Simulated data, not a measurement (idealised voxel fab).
process module | voxel transistor to metal
cross-section cut | 250 nm wide | cells 5 nm
A cross-section is a grid of square cells, given in bands from the top down. A band is one or more rows of cells.
Each band's line starts with the height of the band's top and of its bottom, in nm. Then come its materials from left to right, each with its width in nm. One material with "throughout" fills the band from edge to edge. "air" is empty space.
Height 0 is the level under which the wafer as received is all one material. The lowest band goes on downwards, as in "0 down".
A width such as "30 to 40" changes by the same amount from each row of cells to the next, from the band's top row to its bottom row.
"no change" after a step means that no cell of the cross-section changed.
closed voids: empty space of 8 cells or more with no open way to the top, each as width x height at its distance from the left edge, in nm
after a step's settings: what the simulator itself notes on the step
overlay nm, on a step with a mask: how far to the right of its planned place the mask lay; to the left if negative
plan
1 op RECEIVE | material Si
2 op CONFORMAL_DEP | material SiO2 | thk nm 5
3 op CONFORMAL_DEP | material SiN | thk nm 15
4 op MASKED_ETCH | tone cover | mask id ACTIVE | width nm 85 | pitch nm 115 | etch materials SiN | depth nm 15 | overlay nm 0
5 op MASKED_ETCH | tone cover | mask id ACTIVE | width nm 85 | pitch nm 115 | etch materials SiO2 | depth nm 5 | overlay nm 0
6 op MASKED_ETCH | tone cover | mask id ACTIVE | width nm 85 | pitch nm 115 | etch materials Si | depth nm 20 | overlay nm 0
7 op OXIDIZE | depth nm 5
8 op FILL_DEP | material SiO2 | thk nm 5
9 op CMP | height nm 20
10 op SELECTIVE_ETCH | etch materials SiO2 | depth nm 15
11 op STRIP | etch materials SiN
12 op SELECTIVE_ETCH | etch materials SiO2 | depth nm 5
13 op OXIDIZE | depth nm 5
14 op DIRECTIONAL_DEP | material polySi | thk nm 30
15 op DIRECTIONAL_DEP | material SiCN | thk nm 15
16 op PATTERN | tone cover | mask id GATE | material resist | width nm 15 | pitch nm 115 | thk nm 20 | overlay nm 0
17 op DIRECTIONAL_ETCH | etch materials SiCN | depth nm 25
18 op DIRECTIONAL_ETCH | etch materials polySi | depth nm 40
19 op STRIP | etch materials resist
20 op CONFORMAL_DEP | material SiN | thk nm 5
21 op DIRECTIONAL_ETCH | etch materials SiN | depth nm 5
22 op DIRECTIONAL_ETCH | etch materials SiO2 | depth nm 5
23 op DIRECTIONAL_ETCH | etch materials Si | depth nm 10
24 op EPI | material nSi | thk nm 10
25 op FILL_DEP | material SiO2 | thk nm 10
26 op CMP | height nm 45
27 op DIRECTIONAL_DEP | material SiO2 | thk nm 15
28 op PATTERN | tone open | mask id CONTACT | material resist | width nm 15 | thk nm 15 | overlay nm 0
29 op DIRECTIONAL_ETCH | etch materials SiO2 | depth nm 65
30 op STRIP | etch materials resist
31 op CONFORMAL_DEP | material TiN | thk nm 5
32 op FILL_DEP | material W | thk nm 5
33 op CMP | height nm 60
34 op DIRECTIONAL_DEP | material TiN | thk nm 5
35 op DIRECTIONAL_DEP | material W | thk nm 15
36 op DIRECTIONAL_DEP | material aC | thk nm 10
37 op PATTERN | tone cover | mask id METAL_1 | material resist | width nm 15 | thk nm 25 | overlay nm 0
38 op DIRECTIONAL_ETCH | etch materials aC | depth nm 10
39 op STRIP | etch materials resist
40 op DIRECTIONAL_ETCH | etch materials W | depth nm 15
41 op DIRECTIONAL_ETCH | etch materials TiN | depth nm 5
42 op STRIP | etch materials aC
43 op CONFORMAL_DEP | material SiCN | thk nm 5
44 op FILL_DEP | material lowk | thk nm 10
45 op CMP | height nm 80
46 op CONFORMAL_DEP | material SiCN | thk nm 5
as received, after step 1
  0 down: Si throughout
  closed voids: none
first wafer at the end, as planned
  85 to 80: SiCN throughout
  80 to 65: lowk 25 | SiCN 5 | W 15 | SiCN 5 | lowk 35 | SiCN 5 | W 15 | SiCN 5 | lowk 30 | SiCN 5 | W 15 | SiCN 5 | lowk 35 | SiCN 5 | W 15 | SiCN 5 | lowk 25
  65 to 60: SiCN 30 | TiN 15 | SiCN 45 | TiN 15 | SiCN 40 | TiN 15 | SiCN 45 | TiN 15 | SiCN 30
  60 to 45: SiO2 30 | TiN 5 | W 5 | TiN 5 | SiO2 45 | TiN 5 | W 5 | TiN 5 | SiO2 40 | TiN 5 | W 5 | TiN 5 | SiO2 45 | TiN 5 | W 5 | TiN 5 | SiO2 30
  45 to 30: SiO2 30 | TiN 5 | W 5 | TiN 5 | SiO2 10 | SiN 5 | SiCN 15 | SiN 5 | SiO2 10 | TiN 5 | W 5 | TiN 5 | SiO2 40 | TiN 5 | W 5 | TiN 5 | SiO2 10 | SiN 5 | SiCN 15 | SiN 5 | SiO2 10 | TiN 5 | W 5 | TiN 5 | SiO2 30
  30 to 5: SiO2 30 | TiN 5 | W 5 | TiN 5 | SiO2 10 | SiN 5 | polySi 15 | SiN 5 | SiO2 10 | TiN 5 | W 5 | TiN 5 | SiO2 40 | TiN 5 | W 5 | TiN 5 | SiO2 10 | SiN 5 | polySi 15 | SiN 5 | SiO2 10 | TiN 5 | W 5 | TiN 5 | SiO2 30
  5 to 0: SiO2 30 | TiN 5 | W 5 | TiN 5 | nSi 10 | SiN 5 | polySi 15 | SiN 5 | nSi 10 | TiN 5 | W 5 | TiN 5 | SiO2 40 | TiN 5 | W 5 | TiN 5 | nSi 10 | SiN 5 | polySi 15 | SiN 5 | nSi 10 | TiN 5 | W 5 | TiN 5 | SiO2 30
  0 to -5: SiO2 30 | TiN 15 | nSi 10 | SiO2 25 | nSi 10 | TiN 15 | SiO2 40 | TiN 15 | nSi 10 | SiO2 25 | nSi 10 | TiN 15 | SiO2 30
  -5 to -15: SiO2 30 | nSi 25 | Si 25 | nSi 25 | SiO2 40 | nSi 25 | Si 25 | nSi 25 | SiO2 30
  -15 to -25: SiO2 30 | Si 75 | SiO2 40 | Si 75 | SiO2 30
  -25 down: Si throughout
  closed voids: none
second wafer at the end: like start, like plan, one mistake
  85 to 80: SiCN throughout
  80 to 65: lowk 25 | SiCN 5 | W 15 | SiCN 5 | lowk 35 | SiCN 5 | W 15 | SiCN 5 | lowk 30 | SiCN 5 | W 15 | SiCN 5 | lowk 35 | SiCN 5 | W 15 | SiCN 5 | lowk 25
  65 to 60: SiCN 30 | TiN 15 | SiCN 45 | TiN 15 | SiCN 40 | TiN 15 | SiCN 45 | TiN 15 | SiCN 30
  60 to 45: SiO2 30 | TiN 5 | W 5 | TiN 5 | SiO2 45 | TiN 5 | W 5 | TiN 5 | SiO2 40 | TiN 5 | W 5 | TiN 5 | SiO2 45 | TiN 5 | W 5 | TiN 5 | SiO2 30
  45 to 30: SiO2 30 | TiN 5 | W 5 | TiN 5 | SiO2 5 | SiN 5 | SiCN 15 | SiN 5 | SiO2 15 | TiN 5 | W 5 | TiN 5 | SiO2 40 | TiN 5 | W 5 | TiN 5 | SiO2 5 | SiN 5 | SiCN 15 | SiN 5 | SiO2 15 | TiN 5 | W 5 | TiN 5 | SiO2 30
  30 to 10: SiO2 30 | TiN 5 | W 5 | TiN 5 | SiO2 5 | SiN 5 | polySi 15 | SiN 5 | SiO2 15 | TiN 5 | W 5 | TiN 5 | SiO2 40 | TiN 5 | W 5 | TiN 5 | SiO2 5 | SiN 5 | polySi 15 | SiN 5 | SiO2 15 | TiN 5 | W 5 | TiN 5 | SiO2 30
  10 to 5: SiO2 30 | TiN 15 | SiO2 5 | SiN 5 | polySi 15 | SiN 5 | SiO2 15 | TiN 5 | W 5 | TiN 5 | SiO2 40 | TiN 15 | SiO2 5 | SiN 5 | polySi 15 | SiN 5 | SiO2 15 | TiN 5 | W 5 | TiN 5 | SiO2 30
  5 to 0: SiO2 30 | TiN 10 | nSi 10 | SiN 5 | polySi 15 | SiN 5 | nSi 10 | SiO2 5 | TiN 5 | W 5 | TiN 5 | SiO2 40 | TiN 10 | nSi 10 | SiN 5 | polySi 15 | SiN 5 | nSi 10 | SiO2 5 | TiN 5 | W 5 | TiN 5 | SiO2 30
  0 to -5: SiO2 30 | TiN 10 | nSi 10 | SiO2 25 | nSi 10 | SiO2 5 | TiN 15 | SiO2 40 | TiN 10 | nSi 10 | SiO2 25 | nSi 10 | SiO2 5 | TiN 15 | SiO2 30
  -5 to -15: SiO2 30 | nSi 20 | Si 25 | nSi 30 | SiO2 40 | nSi 20 | Si 25 | nSi 30 | SiO2 30
  -15 to -25: SiO2 30 | Si 75 | SiO2 40 | Si 75 | SiO2 30
  -25 down: Si throughout
  closed voids: none
what went wrong: step 16 ran as: op PATTERN | tone cover | mask id GATE | material resist | width nm 15 | pitch nm 115 | thk nm 20 | overlay nm -5
at the end the second wafer has, in cells: 4 more of SiO2 | 4 fewer of W
